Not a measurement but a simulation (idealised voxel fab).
The process module that follows is named voxel spacer lines.
cross-section cut | 140 nm wide | cells 5 nm
For the purposes of this document, a cross-section shall be understood as a grid of square cells, specified as bands listed in top-to-bottom order, each band consisting of one or more rows of cells.
Within each band entry, the heights of the top and of the bottom of the band appear first, in that order and in nm; the materials of the band then follow from left to right, each with its corresponding width in nm. The designation "full width" on a single material indicates that it fills the band from edge to edge; the designation "empty" indicates empty space.
Zero point of the height axis is 0; under it, received wafer = one material. Lowest band: continues down indefinitely, "0..down".
The two numbers in a width such as "30 to 40" mark its ends across the band: the first belongs to the top row of cells, the second to the bottom row, and from each row to the next the width moves by the same amount.
"remains unaltered" means the step left every cell of the cross-section as it was.
In "Closed void table" the enclosed voids are listed, meaning empty spaces of 8 cells or larger without any opening to the top. The form is width x height at distance, distance from the left edge, units nm.
Whatever follows a step's settings on its line is a remark the simulator itself makes about that step.
Regarding "overlay nm": on a step with a mask, it is the distance the mask lay to the right of its planned place; a negative value places it to the left.
This section lists the process steps that were planned:
step 1: RECEIVE with material Si
step 2: CONFORMAL_DEP with material SiO2, thk nm 5
step 3: DIRECTIONAL_DEP with material W, thk nm 20
step 4: DIRECTIONAL_DEP with material aC, thk nm 30
step 5: PATTERN with tone cover, mask id MANDREL, material resist, width nm 25, pitch nm 80, thk nm 40, overlay nm 0
step 6: DIRECTIONAL_ETCH with etch materials aC, depth nm 30
step 7: STRIP with etch materials resist
step 8: CONFORMAL_DEP with material SiN, thk nm 15
step 9: DIRECTIONAL_ETCH with etch materials SiN, depth nm 15
step 10: STRIP with etch materials aC
step 11: DIRECTIONAL_ETCH with etch materials W, depth nm 20
step 12: STRIP with etch materials SiN
step 13: FILL_DEP with material SiO2, thk nm 5
step 14: CMP with height nm 25
First of two wafers - as planned:
Wafer at receipt (post step 1), cross-section:
* 0..down = Si full width
* Closed void table: none
The wafer in cross-section once step 2 is complete:
* 5..0 = SiO2 full width
* Whatever lies below 0 is exactly as it was before.
The wafer in cross-section once step 3 is complete:
* 25..5 = W full width
* Whatever lies below 5 is exactly as it was before.
The wafer in cross-section once step 4 is complete:
* 55..25 = aC full width
* Whatever lies below 25 is exactly as it was before.
The wafer in cross-section once step 5 is complete:
* 95..55 = empty (15), then resist (25), then empty (55), then resist (25), then empty (20)
* Whatever lies below 55 is exactly as it was before.
The wafer in cross-section once step 6 is complete:
* 65..55 = empty (15), then resist (25), then empty (55), then resist (25), then empty (20)
* 55..25 = empty (15), then aC (25), then empty (55), then aC (25), then empty (20)
* Whatever lies below 25 is exactly as it was before.
The wafer in cross-section once step 7 is complete:
* 55..25 = empty (15), then aC (25), then empty (55), then aC (25), then empty (20)
* Whatever lies below 25 is exactly as it was before.
The wafer in cross-section once step 8 is complete:
* 70..55 = SiN (55), then empty (25), then SiN (55), then empty (5)
* 55..40 = SiN (15), then aC (25), then SiN (15), then empty (25), then SiN (15), then aC (25), then SiN (15), then empty (5)
* 40..25 = SiN (15), then aC (25), then SiN (55), then aC (25), then SiN (20)
* Whatever lies below 25 is exactly as it was before.
The wafer in cross-section once step 9 is complete:
* 55..25 = SiN (15), then aC (25), then SiN (15), then empty (25), then SiN (15), then aC (25), then SiN (15), then empty (5)
* Whatever lies below 25 is exactly as it was before.
The wafer in cross-section once step 10 is complete:
* 55..25 = SiN (15), then empty (25), then SiN (15), then empty (25), then SiN (15), then empty (25), then SiN (15), then empty (5)
* Whatever lies below 25 is exactly as it was before.
The wafer in cross-section once step 11 is complete:
* 55..25 = SiN (15), then empty (25), then SiN (15), then empty (25), then SiN (15), then empty (25), then SiN (15), then empty (5)
* 25..5 = W (15), then empty (25), then W (15), then empty (25), then W (15), then empty (25), then W (15), then empty (5)
* Whatever lies below 5 is exactly as it was before.
The wafer in cross-section once step 12 is complete:
* 25..5 = W (15), then empty (25), then W (15), then empty (25), then W (15), then empty (25), then W (15), then empty (5)
* Whatever lies below 5 is exactly as it was before.
The wafer in cross-section once step 13 is complete:
* 30..25 = SiO2 full width
* 25..5 = W (15), then SiO2 (25), then W (15), then SiO2 (25), then W (15), then SiO2 (25), then W (15), then SiO2 (5)
* Whatever lies below 5 is exactly as it was before.
The wafer in cross-section once step 14 is complete:
* 25..5 = W (15), then SiO2 (25), then W (15), then SiO2 (25), then W (15), then SiO2 (25), then W (15), then SiO2 (5)
* Whatever lies below 5 is exactly as it was before.
Wafer two. Same start, same plan, one slip in execution. Same as wafer one through step 4, inclusive:
Second wafer, cut view, end of step 5 per plan:
* 95..55 = empty (20), then resist (25), then empty (55), then resist (25), then empty (15)
* Whatever lies below 55 is exactly as it was before.
Second wafer, cut view, end of step 6 per plan:
* 65..55 = empty (20), then resist (25), then empty (55), then resist (25), then empty (15)
* 55..25 = empty (20), then aC (25), then empty (55), then aC (25), then empty (15)
* Whatever lies below 25 is exactly as it was before.
Second wafer, cut view, end of step 7 per plan:
* 55..25 = empty (20), then aC (25), then empty (55), then aC (25), then empty (15)
* Whatever lies below 25 is exactly as it was before.
Second wafer, cut view, end of step 8 per plan:
* 70..55 = empty (5), then SiN (55), then empty (25), then SiN (55)
* 55..40 = empty (5), then SiN (15), then aC (25), then SiN (15), then empty (25), then SiN (15), then aC (25), then SiN (15)
* 40..25 = SiN (20), then aC (25), then SiN (55), then aC (25), then SiN (15)
* Whatever lies below 25 is exactly as it was before.
Second wafer, cut view, end of step 9 per plan:
* 55..25 = empty (5), then SiN (15), then aC (25), then SiN (15), then empty (25), then SiN (15), then aC (25), then SiN (15)
* Whatever lies below 25 is exactly as it was before.
Second wafer, cut view, end of step 10 per plan:
* 55..25 = empty (5), then SiN (15), then empty (25), then SiN (15), then empty (25), then SiN (15), then empty (25), then SiN (15)
* Whatever lies below 25 is exactly as it was before.
Second wafer, cut view, end of step 11 per plan:
* 55..25 = empty (5), then SiN (15), then empty (25), then SiN (15), then empty (25), then SiN (15), then empty (25), then SiN (15)
* 25..5 = empty (5), then W (15), then empty (25), then W (15), then empty (25), then W (15), then empty (25), then W (15)
* Whatever lies below 5 is exactly as it was before.
Second wafer, cut view, end of step 12 per plan:
* 25..5 = empty (5), then W (15), then empty (25), then W (15), then empty (25), then W (15), then empty (25), then W (15)
* Whatever lies below 5 is exactly as it was before.
Second wafer, cut view, end of step 13 per plan:
* 30..25 = SiO2 full width
* 25..5 = SiO2 (5), then W (15), then SiO2 (25), then W (15), then SiO2 (25), then W (15), then SiO2 (25), then W (15)
* Whatever lies below 5 is exactly as it was before.
Second wafer, cut view, end of step 14 per plan:
* 25..5 = SiO2 (5), then W (15), then SiO2 (25), then W (15), then SiO2 (25), then W (15), then SiO2 (25), then W (15)
* Whatever lies below 5 is exactly as it was before.
Short version of what went wrong: step 5 was processed under conditions differing from the plan, specifically as PATTERN with tone cover, mask id MANDREL, material resist, width nm 25, pitch nm 80, thk nm 40, overlay nm 5
Heads up: at the end the two wafers have identical cell counts per material, they're just laid out differently.
